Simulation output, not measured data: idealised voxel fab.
Documented hereafter: the process module known as voxel lift off.
FYI the section here is cut, 195 nm wide, cells are 5 nm squares.
Think of the cross-section as a grid of square cells. We describe it in bands, top to bottom, and each band covers one or more rows of those cells. A band entry consists of two parts. The first gives the height of the band's top and the height of its bottom, in nm. The rest lists the band's materials from left to right, each with its width in nm. A single material labelled with the word "full width" fills the band from edge to edge, and the word "air" marks empty space. Height is counted from the level 0, under which the received wafer is composed throughout of one material. The lowest of the bands is not closed at the bottom but continues downward, in the notation "top 0, no bottom". Quick explanation for "30->40": the width changes in equal steps down the rows of cells, from the first number in the band's top row to the second number in its bottom row. "no alteration" means the step left every cell of the cross-section as it was. Empty spaces counting at least 8 cells and having no open way to the top are listed in "Entrapped void list". The notation width x height at distance is used for each, the distance being from the left edge and all three values in nm. Heads up: the bit after the settings on a step's line is the simulator's remark on that step. Among the settings permitted on a step's line is "overlay nm"; applied to a step with a mask, it specifies the extent to which the mask lay to the right of its planned position, whereas a negative figure signifies a position to the left.
**The planned process steps are enumerated hereunder**
- 1: RECEIVE,material Si
- 2: CONFORMAL_DEP,material Al2O3,thk nm 5
- 3: PATTERN,tone open,mask id LINES,material resist,width nm 25,pitch nm 50,thk nm 30,overlay nm 0
- 4: DIRECTIONAL_DEP,material Ru,thk nm 15
- 5: STRIP,etch materials resist
- 6: CONFORMAL_DEP,material SiN,thk nm 10
**The first of two wafers, run as planned**
**The cross-section here shows the wafer as received, i.e. in its state after step 1**
	top 0, no bottom = Si full width
	Entrapped void list: none
**Wafer section view after processing step 2**
	top 5, bottom 0 = Al2O3 full width
	Rest of section, below 0: as before.
**Wafer section view after processing step 3**
	top 35, bottom 5 = 35 nm resist  25 nm air  25 nm resist  25 nm air  25 nm resist  25 nm air  35 nm resist
	Rest of section, below 5: as before.
**Wafer section view after processing step 4**
	top 50, bottom 35 = 35 nm Ru  25 nm air  25 nm Ru  25 nm air  25 nm Ru  25 nm air  35 nm Ru
	top 35, bottom 20 = 35 nm resist  25 nm air  25 nm resist  25 nm air  25 nm resist  25 nm air  35 nm resist
	top 20, bottom 5 = 35 nm resist  25 nm Ru  25 nm resist  25 nm Ru  25 nm resist  25 nm Ru  35 nm resist
	Rest of section, below 5: as before.
**Wafer section view after processing step 5**
	top 20, bottom 5 = 35 nm air  25 nm Ru  25 nm air  25 nm Ru  25 nm air  25 nm Ru  35 nm air
	Rest of section, below 5: as before.
**Wafer section view after processing step 6**
	top 30, bottom 20 = 25 nm air  45 nm SiN  5 nm air  45 nm SiN  5 nm air  45 nm SiN  25 nm air
	top 20, bottom 15 = 25 nm air  10 nm SiN  25 nm Ru  10 nm SiN  5 nm air  10 nm SiN  25 nm Ru  10 nm SiN  5 nm air  10 nm SiN  25 nm Ru  10 nm SiN  25 nm air
	top 15, bottom 5 = 35 nm SiN  25 nm Ru  25 nm SiN  25 nm Ru  25 nm SiN  25 nm Ru  35 nm SiN
	Rest of section, below 5: as before.
**Second wafer. Start and plan as for the first. One mistake made in running. Agrees with the first up to and including step 1**
**Cross-section of the second wafer at the time by which step 2 should have been completed according to the plan**
	top 15, bottom 0 = Al2O3 full width
	Rest of section, below 0: as before.
**Cross-section of the second wafer at the time by which step 3 should have been completed according to the plan**
	top 45, bottom 15 = 35 nm resist  25 nm air  25 nm resist  25 nm air  25 nm resist  25 nm air  35 nm resist
	Rest of section, below 15: as before.
**Cross-section of the second wafer at the time by which step 4 should have been completed according to the plan**
	top 60, bottom 45 = 35 nm Ru  25 nm air  25 nm Ru  25 nm air  25 nm Ru  25 nm air  35 nm Ru
	top 45, bottom 30 = 35 nm resist  25 nm air  25 nm resist  25 nm air  25 nm resist  25 nm air  35 nm resist
	top 30, bottom 15 = 35 nm resist  25 nm Ru  25 nm resist  25 nm Ru  25 nm resist  25 nm Ru  35 nm resist
	Rest of section, below 15: as before.
**Cross-section of the second wafer at the time by which step 5 should have been completed according to the plan**
	top 30, bottom 15 = 35 nm air  25 nm Ru  25 nm air  25 nm Ru  25 nm air  25 nm Ru  35 nm air
	Rest of section, below 15: as before.
**Cross-section of the second wafer at the time by which step 6 should have been completed according to the plan**
	top 40, bottom 30 = 25 nm air  45 nm SiN  5 nm air  45 nm SiN  5 nm air  45 nm SiN  25 nm air
	top 30, bottom 25 = 25 nm air  10 nm SiN  25 nm Ru  10 nm SiN  5 nm air  10 nm SiN  25 nm Ru  10 nm SiN  5 nm air  10 nm SiN  25 nm Ru  10 nm SiN  25 nm air
	top 25, bottom 15 = 35 nm SiN  25 nm Ru  25 nm SiN  25 nm Ru  25 nm SiN  25 nm Ru  35 nm SiN
	Rest of section, below 15: as before.
Diagnosis: step 2 changed vs plan, executed as CONFORMAL_DEP,material Al2O3,thk nm 15
Cell-count delta at end, second wafer over first, by material: 78 more of Al2O3
